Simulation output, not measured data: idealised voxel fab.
process module | voxel capacitor over wiring
Cross-section cut: width 140 nm, square cells of 5 nm.
Bands, listed from the top down, are how a cross-section gets written in this document; the cross-section itself is a grid of square cells, and a band is one or more rows of them. This entry defines a band. It first specifies the height of the band's top and the height of its bottom in nm, and then specifies the band's materials from left to right, stating each material with its width in nm. The word "full width" identifies a single material that fills the band from edge to edge, while the word "blank" identifies empty space. Measure heights from 0. That's the level where, below it, the as-received wafer is all one material. The lowest band is bottomless and extends downward; write it as in "0 and below". Width spec "30 to 40" -> top row of cells at first value, bottom row at second value, equal per-row change in between. The designation "nothing got changed", where it is given for a processing step, indicates that no cell of the cross-section was altered in the course of that step. Closed-off voids of 8+ cells (no open route to the top) go in "Closed cavities", written width x height at distance from the left edge, in nm. Heads up: the bit after the settings on a step's line is the simulator's remark on that step. overlay nm: how far to the right of its planned place the mask lay on this masked step (negative: to the left).
Process steps foreseen in the plan
1) RECEIVE: material Si
2) CONFORMAL_DEP: material SiO2, thk nm 10
3) DIRECTIONAL_DEP: material TiN, thk nm 5
4) DIRECTIONAL_DEP: material Ru, thk nm 15
5) MASKED_ETCH: tone cover, mask id METAL_1, width nm 20, pitch nm 80, etch materials Ru, depth nm 15, overlay nm 0
6) MASKED_ETCH: tone cover, mask id METAL_1, width nm 20, pitch nm 80, etch materials TiN, depth nm 5, overlay nm 0
7) CONFORMAL_DEP: material SiCN, thk nm 5
8) FILL_DEP: material SiO2, thk nm 10
9) CMP: height nm 30
10) CONFORMAL_DEP: material SiCN, thk nm 5
11) DIRECTIONAL_DEP: material lowk, thk nm 15
12) MASKED_ETCH: tone open, mask id PLUG_1, width nm 15, etch materials lowk, depth nm 15, overlay nm 0
13) MASKED_ETCH: tone open, mask id PLUG_1, width nm 15, etch materials SiCN, depth nm 5, overlay nm 0
14) EPI: material Ru, thk nm 10
15) EPI: material Ru, thk nm 10
16) DIRECTIONAL_DEP: material TiN, thk nm 10
17) DIRECTIONAL_DEP: material SiN, thk nm 5
18) DIRECTIONAL_DEP: material TiN, thk nm 5
19) PATTERN: tone cover, mask id UPPER_PLATE, material resist, width nm 65, thk nm 15, overlay nm 0
20) DIRECTIONAL_ETCH: etch materials TiN, depth nm 5
21) DIRECTIONAL_ETCH: etch materials SiN, depth nm 5
22) STRIP: etch materials resist
23) DIRECTIONAL_DEP: material aC, thk nm 15
24) PATTERN: tone cover, mask id LOWER_PLATE, material resist, width nm 75, thk nm 30, overlay nm 0
25) DIRECTIONAL_ETCH: etch materials aC, depth nm 15
26) STRIP: etch materials resist
27) DIRECTIONAL_ETCH: etch materials TiN, depth nm 10
28) STRIP: etch materials aC
29) FILL_DEP: material SiO2, thk nm 15
30) CMP: height nm 80
31) PATTERN: tone open, mask id PLUG_2, material resist, width nm 15, thk nm 15, overlay nm 0
32) DIRECTIONAL_ETCH: etch materials SiO2, depth nm 10
33) STRIP: etch materials resist
34) CONFORMAL_DEP: material TiN, thk nm 5
35) FILL_DEP: material W, thk nm 5
36) CMP: height nm 80
37) CONFORMAL_DEP: material SiN, thk nm 5
Cross-section of the incoming wafer, state after step 1
> 0 and below | Si full width
> Closed cavities: none
Run as planned - first of the two wafers cross-sectioned at the end of the module
> 85 down to 80 | SiN full width
> 80 down to 75 | SiO2: 35, then TiN: 5, then W: 5, then TiN: 5, then SiO2: 90
> 75 down to 65 | SiO2: 35 to 25, then TiN: 15 to 65, then SiO2: 90 to 50
> 65 down to 60 | SiO2: 25, then SiN: 65, then SiO2: 50
> 60 down to 50 | SiO2: 20, then TiN: 75, then SiO2: 45
> 50 down to 35 | lowk: 25, then Ru: 15, then lowk: 100
> 35 down to 30 | SiCN: 25, then Ru: 15, then SiCN: 100
> 30 down to 15 | SiO2: 15, then SiCN: 5, then Ru: 20, then SiCN: 5, then SiO2: 50, then SiCN: 5, then Ru: 20, then SiCN: 5, then SiO2: 15
> 15 down to 10 | SiCN: 20, then TiN: 20, then SiCN: 60, then TiN: 20, then SiCN: 20
> 10 down to 0 | SiO2 full width
> 0 and below | Si full width
> Closed cavities: none
Cross-section, second wafer: same start as the first, same plan as the first, one mistake in running it; taken at the end of the module
> 85 down to 80 | SiN full width
> 80 down to 75 | SiO2: 35, then TiN: 5, then W: 5, then TiN: 5, then SiO2: 90
> 75 down to 65 | SiO2: 35 to 25, then TiN: 15 to 65, then SiO2: 90 to 50
> 65 down to 60 | SiO2: 25, then SiN: 65, then SiO2: 50
> 60 down to 50 | SiO2: 20, then TiN: 75, then SiO2: 45
> 50 down to 35 | lowk: 25, then Ru: 15, then lowk: 100
> 35 down to 30 | SiCN: 25, then Ru: 15, then SiCN: 100
> 30 down to 20 | SiO2: 15, then SiCN: 5, then Ru: 20, then SiCN: 5, then SiO2: 50, then SiCN: 5, then Ru: 20, then SiCN: 5, then SiO2: 15
> 20 down to 15 | SiCN: 20, then Ru: 20, then SiCN: 60, then Ru: 20, then SiCN: 20
> 15 down to 10 | W full width
> 10 down to 0 | SiO2 full width
> 0 and below | Si full width
> Closed cavities: none
Heads up, the wafer didn't run the way we planned it: note that step 3 departed from the planned setting and was carried out as DIRECTIONAL_DEP: material W, thk nm 5
End of process, cell counts, second wafer against first, materials with more or fewer: SiCN -4 | SiO2 -16 | TiN -8 | W +28
